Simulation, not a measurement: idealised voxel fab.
A process module follows: voxel transistor to metal.
Cross-section cut spans 300 nm and uses square cells 5 nm in size.
When this document writes out a cross-section, it uses a grid of square cells and lists it as bands, beginning at the top and moving down, with a band standing for one or more rows of cells. Quick guide to a band line: top height, bottom height (nm) up front; then every material left to right with its width in nm. Only one material and it's marked "all across"? Then it fills the band edge to edge. And "air" just means empty space. Zero point of the height axis is 0; under it, received wafer = one material. Lowest band: continues down indefinitely, "0 -> down". With a width like "30 to 40", each row of cells in the band differs from the next by the same amount, the top row carrying the first number and the bottom row the second. The cross-section has no changed cell in any step marked "nothing was modified". "Sealed cavities" specifies each empty space that is not open to the top and that occupies no fewer than 8 cells, using the form width x height at distance, the distance measured from the left edge and all three quantities in nm. Whatever follows a step's settings on its line is a remark the simulator itself makes about that step. A step's line can hold "overlay nm"; with a mask on that step, the setting says how far right of the planned place the mask lay, while a negative setting says it lay to the left. Before/after cross-section pairs, one process step each; after shown to lowest changed band; step and settings beneath. Pairs may be from different runs of this module on the same starting wafer; a pair continues from the one above only where its "Prior to step" entry says so.
PRIOR TO STEP
> 125 -> 115 = Cu all across
> 115 -> 110 = TiN 40 nm, Cu 10 nm, TiN 120 nm, Cu 10 nm, TiN 120 nm
> 110 -> 100 = lowk 35 nm, TiN 5 nm, Cu 10 nm, TiN 5 nm, lowk 110 nm, TiN 5 nm, Cu 10 nm, TiN 5 nm, lowk 115 nm
> 100 -> 95 = lowk 35 nm, TiN 5 nm, Cu 5 nm, TiN 10 nm, lowk 110 nm, TiN 5 nm, Cu 5 nm, TiN 10 nm, lowk 115 nm
> 95 -> 80 = lowk 35 nm, TiN 5 nm, Cu 5 nm, TiN 5 nm, lowk 115 nm, TiN 5 nm, Cu 5 nm, TiN 5 nm, lowk 120 nm
> 80 -> 75 = SiCN 35 nm, TiN 15 nm, SiCN 115 nm, TiN 15 nm, SiCN 120 nm
> 75 -> 55 = SiO2 35 nm, W 20 nm, SiO2 55 nm, W 20 nm, SiO2 35 nm, W 20 nm, SiO2 55 nm, W 20 nm, SiO2 40 nm
> 55 -> 50 = SiO2 35 nm, TiN 20 nm, SiO2 55 nm, TiN 20 nm, SiO2 35 nm, TiN 20 nm, SiO2 55 nm, TiN 20 nm, SiO2 40 nm
> 50 -> 35 = SiO2 30 nm, TiN 5 nm, W 10 nm, TiN 5 nm, SiO2 55 nm, TiN 5 nm, W 10 nm, TiN 5 nm, SiO2 35 nm, TiN 5 nm, W 10 nm, TiN 5 nm, SiO2 55 nm, TiN 5 nm, W 10 nm, TiN 5 nm, SiO2 45 nm
> 35 -> 25 = SiO2 30 nm, TiN 5 nm, W 10 nm, TiN 5 nm, SiO2 15 nm, SiN 10 nm, SiCN 15 nm, SiN 10 nm, SiO2 5 nm, TiN 5 nm, W 10 nm, TiN 5 nm, SiO2 35 nm, TiN 5 nm, W 10 nm, TiN 5 nm, SiO2 15 nm, SiN 10 nm, SiCN 15 nm, SiN 10 nm, SiO2 5 nm, TiN 5 nm, W 10 nm, TiN 5 nm, SiO2 45 nm
> 25 -> 10 = SiO2 30 nm, TiN 5 nm, W 10 nm, TiN 5 nm, SiO2 15 nm, SiN 10 nm, polySi 15 nm, SiN 10 nm, SiO2 5 nm, TiN 5 nm, W 10 nm, TiN 5 nm, SiO2 35 nm, TiN 5 nm, W 10 nm, TiN 5 nm, SiO2 15 nm, SiN 10 nm, polySi 15 nm, SiN 10 nm, SiO2 5 nm, TiN 5 nm, W 10 nm, TiN 5 nm, SiO2 45 nm
> 10 -> 5 = SiO2 30 nm, TiN 20 nm, SiO2 15 nm, SiN 10 nm, polySi 15 nm, SiN 10 nm, SiO2 5 nm, TiN 20 nm, SiO2 35 nm, TiN 20 nm, SiO2 15 nm, SiN 10 nm, polySi 15 nm, SiN 10 nm, SiO2 5 nm, TiN 20 nm, SiO2 45 nm
> 5 -> -5 = SiO2 25 nm, SiN 10 nm, SiGe 30 nm, SiN 10 nm, polySi 15 nm, SiN 10 nm, SiGe 30 nm, SiN 10 nm, SiO2 15 nm, SiN 10 nm, SiGe 30 nm, SiN 10 nm, polySi 15 nm, SiN 10 nm, SiGe 30 nm, SiN 10 nm, SiO2 30 nm
> -5 -> -10 = SiO2 35 nm, SiGe 30 nm, SiO2 35 nm, SiGe 30 nm, SiO2 35 nm, SiGe 30 nm, SiO2 35 nm, SiGe 30 nm, SiO2 40 nm
> -10 -> -20 = SiO2 30 nm, Si 5 nm, SiGe 30 nm, Si 35 nm, SiGe 30 nm, Si 5 nm, SiO2 25 nm, Si 5 nm, SiGe 30 nm, Si 35 nm, SiGe 30 nm, Si 5 nm, SiO2 35 nm
> -20 -> -25 = SiO2 30 nm, Si 105 nm, SiO2 25 nm, Si 105 nm, SiO2 35 nm
> -25 -> down = Si all across
> Sealed cavities: none
SECTION, POST-STEP
> 110 -> 100 = lowk 35 nm, TiN 5 nm, Cu 10 nm, TiN 5 nm, lowk 110 nm, TiN 5 nm, Cu 10 nm, TiN 5 nm, lowk 115 nm
> Under 100: no change, same as before.
> Sealed cavities: none
In between the before and after cross-sections above, the step is CMP with height nm 110
Prior to step: the state before this step is the cross-section shown after the step in the pair just above.
SECTION, POST-STEP
> 115 -> 110 = SiCN all across
> Under 110: no change, same as before.
> Sealed cavities: none
In between the before and after cross-sections above, the step is CONFORMAL_DEP with material SiCN, thk nm 5
PRIOR TO STEP
> 50 -> 35 = SiO2 35 nm, TiN 5 nm, W 10 nm, TiN 5 nm, SiO2 55 nm, TiN 5 nm, W 10 nm, TiN 5 nm, SiO2 35 nm, TiN 5 nm, W 10 nm, TiN 5 nm, SiO2 55 nm, TiN 5 nm, W 10 nm, TiN 5 nm, SiO2 40 nm
> 35 -> 25 = SiO2 35 nm, TiN 5 nm, W 10 nm, TiN 5 nm, SiO2 10 nm, SiN 10 nm, SiCN 15 nm, SiN 10 nm, SiO2 10 nm, TiN 5 nm, W 10 nm, TiN 5 nm, SiO2 35 nm, TiN 5 nm, W 10 nm, TiN 5 nm, SiO2 10 nm, SiN 10 nm, SiCN 15 nm, SiN 10 nm, SiO2 10 nm, TiN 5 nm, W 10 nm, TiN 5 nm, SiO2 40 nm
> 25 -> 10 = SiO2 35 nm, TiN 5 nm, W 10 nm, TiN 5 nm, SiO2 10 nm, SiN 10 nm, polySi 15 nm, SiN 10 nm, SiO2 10 nm, TiN 5 nm, W 10 nm, TiN 5 nm, SiO2 35 nm, TiN 5 nm, W 10 nm, TiN 5 nm, SiO2 10 nm, SiN 10 nm, polySi 15 nm, SiN 10 nm, SiO2 10 nm, TiN 5 nm, W 10 nm, TiN 5 nm, SiO2 40 nm
> 10 -> 5 = SiO2 35 nm, TiN 20 nm, SiO2 10 nm, SiN 10 nm, polySi 15 nm, SiN 10 nm, SiO2 10 nm, TiN 20 nm, SiO2 35 nm, TiN 20 nm, SiO2 10 nm, SiN 10 nm, polySi 15 nm, SiN 10 nm, SiO2 10 nm, TiN 20 nm, SiO2 40 nm
> 5 -> -5 = SiO2 25 nm, SiN 10 nm, SiGe 30 nm, SiN 10 nm, polySi 15 nm, SiN 10 nm, SiGe 30 nm, SiN 10 nm, SiO2 15 nm, SiN 10 nm, SiGe 30 nm, SiN 10 nm, polySi 15 nm, SiN 10 nm, SiGe 30 nm, SiN 10 nm, SiO2 30 nm
> -5 -> -10 = SiO2 35 nm, SiGe 30 nm, SiO2 35 nm, SiGe 30 nm, SiO2 35 nm, SiGe 30 nm, SiO2 35 nm, SiGe 30 nm, SiO2 40 nm
> -10 -> -20 = SiO2 30 nm, Si 5 nm, SiGe 30 nm, Si 35 nm, SiGe 30 nm, Si 5 nm, SiO2 25 nm, Si 5 nm, SiGe 30 nm, Si 35 nm, SiGe 30 nm, Si 5 nm, SiO2 35 nm
> -20 -> -25 = SiO2 30 nm, Si 105 nm, SiO2 25 nm, Si 105 nm, SiO2 35 nm
> -25 -> down = Si all across
> Sealed cavities: none
SECTION, POST-STEP
> 55 -> 50 = W all across
> Under 50: no change, same as before.
> Sealed cavities: none
In between the before and after cross-sections above, the step is DIRECTIONAL_DEP with material W, thk nm 5
Prior to step: the state before this step is the cross-section shown after the step in the pair just above.
SECTION, POST-STEP
> 75 -> 50 = W all across
> Under 50: no change, same as before.
> Sealed cavities: none
In between the before and after cross-sections above, the step is DIRECTIONAL_DEP with material W, thk nm 20
Prior to step: the state before this step is the cross-section shown after the step in the pair just above.
SECTION, POST-STEP
> 75 -> 55 = air 35 nm, W 20 nm, air 55 nm, W 20 nm, air 35 nm, W 20 nm, air 55 nm, W 20 nm, air 40 nm
> Under 55: no change, same as before.
> Sealed cavities: none
In between the before and after cross-sections above, the step is MASKED_ETCH with tone cover, mask id METAL_1, width nm 20, etch materials W, depth nm 20, overlay nm 0
Prior to step: the state before this step is the cross-section shown after the step in the pair just above.
SECTION, POST-STEP
> 80 -> 75 = SiO2 all across
> 75 -> 55 = SiO2 35 nm, W 20 nm, SiO2 55 nm, W 20 nm, SiO2 35 nm, W 20 nm, SiO2 55 nm, W 20 nm, SiO2 40 nm
> Under 55: no change, same as before.
> Sealed cavities: none
In between the before and after cross-sections above, the step is FILL_DEP with material SiO2, thk nm 5
Prior to step: the state before this step is the cross-section shown after the step in the pair just above.
SECTION, POST-STEP
> 75 -> 55 = SiO2 35 nm, W 20 nm, SiO2 55 nm, W 20 nm, SiO2 35 nm, W 20 nm, SiO2 55 nm, W 20 nm, SiO2 40 nm
> Under 55: no change, same as before.
> Sealed cavities: none
In between the before and after cross-sections above, the step is CMP with height nm 75
Prior to step: the state before this step is the cross-section shown after the step in the pair just above.
SECTION, POST-STEP
> 80 -> 75 = SiCN all across
> Under 75: no change, same as before.
> Sealed cavities: none
In between the before and after cross-sections above, the step is CONFORMAL_DEP with material SiCN, thk nm 5
Prior to step: the state before this step is the cross-section shown after the step in the pair just above.
SECTION, POST-STEP
> 110 -> 80 = lowk all across
> Under 80: no change, same as before.
> Sealed cavities: none
In between the before and after cross-sections above, the step is DIRECTIONAL_DEP with material lowk, thk nm 30
Prior to step: the state before this step is the cross-section shown after the step in the pair just above.
SECTION, POST-STEP
> 120 -> 110 = aC all across
> Under 110: no change, same as before.
> Sealed cavities: none
In between the before and after cross-sections above, the step is DIRECTIONAL_DEP with material aC, thk nm 10
Prior to step: the state before this step is the cross-section shown after the step in the pair just above.
SECTION, POST-STEP
> 150 -> 120 = resist 35 nm, air 20 nm, resist 110 nm, air 20 nm, resist 115 nm
> Under 120: no change, same as before.
> Sealed cavities: none
In between the before and after cross-sections above, the step is PATTERN with tone open, mask id METAL_2, material resist, width nm 20, pitch nm 130, thk nm 30, overlay nm 0
Prior to step: the state before this step is the cross-section shown after the step in the pair just above.
SECTION, POST-STEP
> 140 -> 120 = resist 35 nm, air 20 nm, resist 110 nm, air 20 nm, resist 115 nm
> 120 -> 110 = aC 35 nm, air 20 nm, aC 110 nm, air 20 nm, aC 115 nm
> Under 110: no change, same as before.
> Sealed cavities: none
In between the before and after cross-sections above, the step is DIRECTIONAL_ETCH with etch materials aC, depth nm 10
Prior to step: the state before this step is the cross-section shown after the step in the pair just above.
SECTION, POST-STEP
> 120 -> 110 = aC 35 nm, air 20 nm, aC 110 nm, air 20 nm, aC 115 nm
> Under 110: no change, same as before.
> Sealed cavities: none
In between the before and after cross-sections above, the step is STRIP with etch materials resist
Prior to step: the state before this step is the cross-section shown after the step in the pair just above.
SECTION, POST-STEP
> 120 -> 110 = aC 35 nm, air 20 nm, aC 110 nm, air 20 nm, aC 115 nm
> 110 -> 95 = lowk 35 nm, air 20 nm, lowk 110 nm, air 20 nm, lowk 115 nm
> Under 95: no change, same as before.
> Sealed cavities: none
In between the before and after cross-sections above, the step is DIRECTIONAL_ETCH with etch materials lowk, depth nm 15
Prior to step: the state before this step is the cross-section shown after the step in the pair just above.
SECTION, POST-STEP
> 110 -> 95 = lowk 35 nm, air 20 nm, lowk 110 nm, air 20 nm, lowk 115 nm
> Under 95: no change, same as before.
> Sealed cavities: none
In between the before and after cross-sections above, the step is STRIP with etch materials aC
Prior to step: the state before this step is the cross-section shown after the step in the pair just above.
SECTION, POST-STEP
> 120 -> 110 = aC 35 nm, air 20 nm, aC 110 nm, air 20 nm, aC 115 nm
> 110 -> 105 = lowk 35 nm, air 20 nm, lowk 110 nm, air 20 nm, lowk 115 nm
> 105 -> 95 = lowk 35 nm, aC 20 nm, lowk 110 nm, aC 20 nm, lowk 115 nm
> Under 95: no change, same as before.
> Sealed cavities: none
In between the before and after cross-sections above, the step is DIRECTIONAL_DEP with material aC, thk nm 10
Prior to step: the state before this step is the cross-section shown after the step in the pair just above.
SECTION, POST-STEP
> 145 -> 120 = resist 35 nm, air 15 nm, resist 115 nm, air 15 nm, resist 120 nm
> 120 -> 110 = aC 35 nm, air 15 nm, resist 5 nm, aC 110 nm, air 15 nm, resist 5 nm, aC 115 nm
> 110 -> 105 = lowk 35 nm, air 15 nm, resist 5 nm, lowk 110 nm, air 15 nm, resist 5 nm, lowk 115 nm
> Under 105: no change, same as before.
> Sealed cavities: none
In between the before and after cross-sections above, the step is PATTERN with tone open, mask id METAL_2_HOLES, material resist, width nm 15, pitch nm 130, thk nm 25, overlay nm 0
Prior to step: the state before this step is the cross-section shown after the step in the pair just above.
SECTION, POST-STEP
> 135 -> 120 = resist 35 nm, air 15 nm, resist 115 nm, air 15 nm, resist 120 nm
> 120 -> 110 = aC 35 nm, air 15 nm, resist 5 nm, aC 110 nm, air 15 nm, resist 5 nm, aC 115 nm
> 110 -> 105 = lowk 35 nm, air 15 nm, resist 5 nm, lowk 110 nm, air 15 nm, resist 5 nm, lowk 115 nm
> 105 -> 95 = lowk 35 nm, air 15 nm, aC 5 nm, lowk 110 nm, air 15 nm, aC 5 nm, lowk 115 nm
> Under 95: no change, same as before.
> Sealed cavities: none
In between the before and after cross-sections above, the step is DIRECTIONAL_ETCH with etch materials aC, depth nm 10
Prior to step: the state before this step is the cross-section shown after the step in the pair just above.
SECTION, POST-STEP
> 120 -> 110 = aC 35 nm, air 20 nm, aC 110 nm, air 20 nm, aC 115 nm
> 110 -> 105 = lowk 35 nm, air 20 nm, lowk 110 nm, air 20 nm, lowk 115 nm
> Under 105: no change, same as before.
> Sealed cavities: none
In between the before and after cross-sections above, the step is STRIP with etch materials resist
Prior to step: the state before this step is the cross-section shown after the step in the pair just above.
SECTION, POST-STEP
> 120 -> 110 = aC 35 nm, air 20 nm, aC 110 nm, air 20 nm, aC 115 nm
> 110 -> 105 = lowk 35 nm, air 20 nm, lowk 110 nm, air 20 nm, lowk 115 nm
> 105 -> 95 = lowk 35 nm, air 15 nm, aC 5 nm, lowk 110 nm, air 15 nm, aC 5 nm, lowk 115 nm
> 95 -> 80 = lowk 35 nm, air 15 nm, lowk 115 nm, air 15 nm, lowk 120 nm
> Under 80: no change, same as before.
> Sealed cavities: none
In between the before and after cross-sections above, the step is DIRECTIONAL_ETCH with etch materials lowk, depth nm 15
Prior to step: the state before this step is the cross-section shown after the step in the pair just above.
SECTION, POST-STEP
> 120 -> 110 = aC 35 nm, air 20 nm, aC 110 nm, air 20 nm, aC 115 nm
> 110 -> 105 = lowk 35 nm, air 20 nm, lowk 110 nm, air 20 nm, lowk 115 nm
> 105 -> 95 = lowk 35 nm, air 15 nm, aC 5 nm, lowk 110 nm, air 15 nm, aC 5 nm, lowk 115 nm
> 95 -> 80 = lowk 35 nm, air 15 nm, lowk 115 nm, air 15 nm, lowk 120 nm
> 80 -> 75 = SiCN 35 nm, air 15 nm, SiCN 115 nm, air 15 nm, SiCN 120 nm
> Under 75: no change, same as before.
> Sealed cavities: none
In between the before and after cross-sections above, the step is DIRECTIONAL_ETCH with etch materials SiCN, depth nm 5
Prior to step: the state before this step is the cross-section shown after the step in the pair just above.
SECTION, POST-STEP
> 110 -> 95 = lowk 35 nm, air 20 nm, lowk 110 nm, air 20 nm, lowk 115 nm
> Under 95: no change, same as before.
> Sealed cavities: none
In between the before and after cross-sections above, the step is STRIP with etch materials aC
Prior to step: the state before this step is the cross-section shown after the step in the pair just above.
SECTION, POST-STEP
> 115 -> 110 = TiN 40 nm, air 10 nm, TiN 120 nm, air 10 nm, TiN 120 nm
> 110 -> 100 = lowk 35 nm, TiN 5 nm, air 10 nm, TiN 5 nm, lowk 110 nm, TiN 5 nm, air 10 nm, TiN 5 nm, lowk 115 nm
> 100 -> 95 = lowk 35 nm, TiN 5 nm, air 5 nm, TiN 10 nm, lowk 110 nm, TiN 5 nm, air 5 nm, TiN 10 nm, lowk 115 nm
> 95 -> 80 = lowk 35 nm, TiN 5 nm, air 5 nm, TiN 5 nm, lowk 115 nm, TiN 5 nm, air 5 nm, TiN 5 nm, lowk 120 nm
> 80 -> 75 = SiCN 35 nm, TiN 15 nm, SiCN 115 nm, TiN 15 nm, SiCN 120 nm
> Under 75: no change, same as before.
> Sealed cavities: none
In between the before and after cross-sections above, the step is CONFORMAL_DEP with material TiN, thk nm 5
Prior to step: the state before this step is the cross-section shown after the step in the pair just above.
SECTION, POST-STEP
> 125 -> 115 = Cu all across
> 115 -> 110 = TiN 40 nm, Cu 10 nm, TiN 120 nm, Cu 10 nm, TiN 120 nm
> 110 -> 100 = lowk 35 nm, TiN 5 nm, Cu 10 nm, TiN 5 nm, lowk 110 nm, TiN 5 nm, Cu 10 nm, TiN 5 nm, lowk 115 nm
> 100 -> 95 = lowk 35 nm, TiN 5 nm, Cu 5 nm, TiN 10 nm, lowk 110 nm, TiN 5 nm, Cu 5 nm, TiN 10 nm, lowk 115 nm
> 95 -> 80 = lowk 35 nm, TiN 5 nm, Cu 5 nm, TiN 5 nm, lowk 115 nm, TiN 5 nm, Cu 5 nm, TiN 5 nm, lowk 120 nm
> Under 80: no change, same as before.
> Sealed cavities: none
In between the before and after cross-sections above, the step is FILL_DEP with material Cu, thk nm 10
Prior to step: the state before this step is the cross-section shown after the step in the pair just above.
SECTION, POST-STEP
> 110 -> 100 = lowk 35 nm, TiN 5 nm, Cu 10 nm, TiN 5 nm, lowk 110 nm, TiN 5 nm, Cu 10 nm, TiN 5 nm, lowk 115 nm
> Under 100: no change, same as before.
> Sealed cavities: none
In between the before and after cross-sections above, the step is CMP with height nm 110
Prior to step: the state before this step is the cross-section shown after the step in the pair just above.
SECTION, POST-STEP
> 115 -> 110 = SiCN all across
> Under 110: no change, same as before.
> Sealed cavities: none
In between the before and after cross-sections above, the step is CONFORMAL_DEP with material SiCN, thk nm 5
PRIOR TO STEP
> 120 -> 110 = aC all across
> 110 -> 80 = lowk all across
> 80 -> 75 = SiCN all across
> 75 -> 55 = SiO2 35 nm, W 20 nm, SiO2 55 nm, W 20 nm, SiO2 35 nm, W 20 nm, SiO2 55 nm, W 20 nm, SiO2 40 nm
> 55 -> 50 = SiO2 35 nm, TiN 20 nm, SiO2 55 nm, TiN 20 nm, SiO2 35 nm, TiN 20 nm, SiO2 55 nm, TiN 20 nm, SiO2 40 nm
> 50 -> 35 = SiO2 35 nm, TiN 5 nm, W 10 nm, TiN 5 nm, SiO2 55 nm, TiN 5 nm, W 10 nm, TiN 5 nm, SiO2 35 nm, TiN 5 nm, W 10 nm, TiN 5 nm, SiO2 55 nm, TiN 5 nm, W 10 nm, TiN 5 nm, SiO2 40 nm
> 35 -> 25 = SiO2 35 nm, TiN 5 nm, W 10 nm, TiN 5 nm, SiO2 10 nm, SiN 10 nm, SiCN 15 nm, SiN 10 nm, SiO2 10 nm, TiN 5 nm, W 10 nm, TiN 5 nm, SiO2 35 nm, TiN 5 nm, W 10 nm, TiN 5 nm, SiO2 10 nm, SiN 10 nm, SiCN 15 nm, SiN 10 nm, SiO2 10 nm, TiN 5 nm, W 10 nm, TiN 5 nm, SiO2 40 nm
> 25 -> 10 = SiO2 35 nm, TiN 5 nm, W 10 nm, TiN 5 nm, SiO2 10 nm, SiN 10 nm, polySi 15 nm, SiN 10 nm, SiO2 10 nm, TiN 5 nm, W 10 nm, TiN 5 nm, SiO2 35 nm, TiN 5 nm, W 10 nm, TiN 5 nm, SiO2 10 nm, SiN 10 nm, polySi 15 nm, SiN 10 nm, SiO2 10 nm, TiN 5 nm, W 10 nm, TiN 5 nm, SiO2 40 nm
> 10 -> 5 = SiO2 35 nm, TiN 20 nm, SiO2 10 nm, SiN 10 nm, polySi 15 nm, SiN 10 nm, SiO2 10 nm, TiN 20 nm, SiO2 35 nm, TiN 20 nm, SiO2 10 nm, SiN 10 nm, polySi 15 nm, SiN 10 nm, SiO2 10 nm, TiN 20 nm, SiO2 40 nm
> 5 -> -5 = SiO2 25 nm, SiN 10 nm, SiGe 30 nm, SiN 10 nm, polySi 15 nm, SiN 10 nm, SiGe 30 nm, SiN 10 nm, SiO2 15 nm, SiN 10 nm, SiGe 30 nm, SiN 10 nm, polySi 15 nm, SiN 10 nm, SiGe 30 nm, SiN 10 nm, SiO2 30 nm
> -5 -> -10 = SiO2 35 nm, SiGe 30 nm, SiO2 35 nm, SiGe 30 nm, SiO2 35 nm, SiGe 30 nm, SiO2 35 nm, SiGe 30 nm, SiO2 40 nm
> -10 -> -20 = SiO2 30 nm, Si 5 nm, SiGe 30 nm, Si 35 nm, SiGe 30 nm, Si 5 nm, SiO2 25 nm, Si 5 nm, SiGe 30 nm, Si 35 nm, SiGe 30 nm, Si 5 nm, SiO2 35 nm
> -20 -> -25 = SiO2 30 nm, Si 105 nm, SiO2 25 nm, Si 105 nm, SiO2 35 nm
> -25 -> down = Si all across
> Sealed cavities: none
SECTION, POST-STEP
> 150 -> 120 = air 35 nm, resist 20 nm, air 110 nm, resist 20 nm, air 115 nm
> Under 120: no change, same as before.
> Sealed cavities: none
In between the before and after cross-sections above, the step is PATTERN with tone cover, mask id METAL_2, material resist, width nm 20, pitch nm 130, thk nm 30, overlay nm 0
Prior to step: the state before this step is the cross-section shown after the step in the pair just above.
SECTION, POST-STEP
> 140 -> 120 = air 35 nm, resist 20 nm, air 110 nm, resist 20 nm, air 115 nm
> 120 -> 110 = air 35 nm, aC 20 nm, air 110 nm, aC 20 nm, air 115 nm
> Under 110: no change, same as before.
> Sealed cavities: none
In between the before and after cross-sections above, the step is DIRECTIONAL_ETCH with etch materials aC, depth nm 10
Prior to step: the state before this step is the cross-section shown after the step in the pair just above.
SECTION, POST-STEP
> 120 -> 110 = air 35 nm, aC 20 nm, air 110 nm, aC 20 nm, air 115 nm
> Under 110: no change, same as before.
> Sealed cavities: none
In between the before and after cross-sections above, the step is STRIP with etch materials resist
Prior to step: the state before this step is the cross-section shown after the step in the pair just above.
SECTION, POST-STEP
> 120 -> 110 = air 35 nm, aC 20 nm, air 110 nm, aC 20 nm, air 115 nm
> 110 -> 95 = air 35 nm, lowk 20 nm, air 110 nm, lowk 20 nm, air 115 nm
> Under 95: no change, same as before.
> Sealed cavities: none
In between the before and after cross-sections above, the step is DIRECTIONAL_ETCH with etch materials lowk, depth nm 15
Prior to step: the state before this step is the cross-section shown after the step in the pair just above.
SECTION, POST-STEP
> 110 -> 95 = air 35 nm, lowk 20 nm, air 110 nm, lowk 20 nm, air 115 nm
> Under 95: no change, same as before.
> Sealed cavities: none
In between the before and after cross-sections above, the step is STRIP with etch materials aC
Prior to step: the state before this step is the cross-section shown after the step in the pair just above.
SECTION, POST-STEP
> 120 -> 110 = air 35 nm, aC 20 nm, air 110 nm, aC 20 nm, air 115 nm
> 110 -> 105 = air 35 nm, lowk 20 nm, air 110 nm, lowk 20 nm, air 115 nm
> 105 -> 95 = aC 35 nm, lowk 20 nm, aC 110 nm, lowk 20 nm, aC 115 nm
> Under 95: no change, same as before.
> Sealed cavities: none
In between the before and after cross-sections above, the step is DIRECTIONAL_DEP with material aC, thk nm 10
Prior to step: the state before this step is the cross-section shown after the step in the pair just above.
SECTION, POST-STEP
> 145 -> 120 = resist 35 nm, air 15 nm, resist 115 nm, air 15 nm, resist 120 nm
> 120 -> 110 = resist 35 nm, aC 20 nm, resist 110 nm, aC 20 nm, resist 115 nm
> 110 -> 105 = resist 35 nm, lowk 20 nm, resist 110 nm, lowk 20 nm, resist 115 nm
> Under 105: no change, same as before.
> Sealed cavities: none
In between the before and after cross-sections above, the step is PATTERN with tone open, mask id METAL_2_HOLES, material resist, width nm 15, pitch nm 130, thk nm 25, overlay nm 0
Prior to step: the state before this step is the cross-section shown after the step in the pair just above.
SECTION, POST-STEP
> 135 -> 120 = resist 35 nm, air 15 nm, resist 115 nm, air 15 nm, resist 120 nm
> 120 -> 110 = resist 35 nm, air 15 nm, aC 5 nm, resist 110 nm, air 15 nm, aC 5 nm, resist 115 nm
> Under 110: no change, same as before.
> Sealed cavities: none
In between the before and after cross-sections above, the step is DIRECTIONAL_ETCH with etch materials aC, depth nm 10
Prior to step: the state before this step is the cross-section shown after the step in the pair just above.
SECTION, POST-STEP
> 120 -> 110 = air 50 nm, aC 5 nm, air 125 nm, aC 5 nm, air 115 nm
> 110 -> 105 = air 35 nm, lowk 20 nm, air 110 nm, lowk 20 nm, air 115 nm
> Under 105: no change, same as before.
> Sealed cavities: none
In between the before and after cross-sections above, the step is STRIP with etch materials resist
Prior to step: the state before this step is the cross-section shown after the step in the pair just above.
SECTION, POST-STEP
> 120 -> 110 = air 50 nm, aC 5 nm, air 125 nm, aC 5 nm, air 115 nm
> 110 -> 105 = air 50 nm, lowk 5 nm, air 125 nm, lowk 5 nm, air 115 nm
> 105 -> 95 = aC 35 nm, air 15 nm, lowk 5 nm, aC 110 nm, air 15 nm, lowk 5 nm, aC 115 nm
> Under 95: no change, same as before.
> Sealed cavities: none
In between the before and after cross-sections above, the step is DIRECTIONAL_ETCH with etch materials lowk, depth nm 15
Prior to step: the state before this step is the cross-section shown after the step in the pair just above.
SECTION, POST-STEP
> 110 -> 95 = air 50 nm, lowk 5 nm, air 125 nm, lowk 5 nm, air 115 nm
> Under 95: no change, same as before.
> Sealed cavities: none
In between the before and after cross-sections above, the step is STRIP with etch materials aC
Prior to step: the state before this step is the cross-section shown after the step in the pair just above.
SECTION, POST-STEP
> 115 -> 110 = air 45 nm, TiN 15 nm, air 115 nm, TiN 15 nm, air 110 nm
> 110 -> 100 = air 45 nm, TiN 5 nm, lowk 5 nm, TiN 5 nm, air 115 nm, TiN 5 nm, lowk 5 nm, TiN 5 nm, air 110 nm
> 100 -> 95 = TiN 50 nm, lowk 5 nm, TiN 125 nm, lowk 5 nm, TiN 115 nm
> Under 95: no change, same as before.
> Sealed cavities: none
In between the before and after cross-sections above, the step is CONFORMAL_DEP with material TiN, thk nm 5
Prior to step: the state before this step is the cross-section shown after the step in the pair just above.
SECTION, POST-STEP
> 125 -> 115 = Cu all across
> 115 -> 110 = Cu 45 nm, TiN 15 nm, Cu 115 nm, TiN 15 nm, Cu 110 nm
> 110 -> 100 = Cu 45 nm, TiN 5 nm, lowk 5 nm, TiN 5 nm, Cu 115 nm, TiN 5 nm, lowk 5 nm, TiN 5 nm, Cu 110 nm
> Under 100: no change, same as before.
> Sealed cavities: none
In between the before and after cross-sections above, the step is FILL_DEP with material Cu, thk nm 10
Prior to step: the state before this step is the cross-section shown after the step in the pair just above.
SECTION, POST-STEP
> 110 -> 100 = Cu 45 nm, TiN 5 nm, lowk 5 nm, TiN 5 nm, Cu 115 nm, TiN 5 nm, lowk 5 nm, TiN 5 nm, Cu 110 nm
> Under 100: no change, same as before.
> Sealed cavities: none
In between the before and after cross-sections above, the step is CMP with height nm 110
Prior to step: the state before this step is the cross-section shown after the step in the pair just above.
SECTION, POST-STEP
> 115 -> 110 = SiCN all across
> Under 110: no change, same as before.
> Sealed cavities: none
In between the before and after cross-sections above, the step is CONFORMAL_DEP with material SiCN, thk nm 5
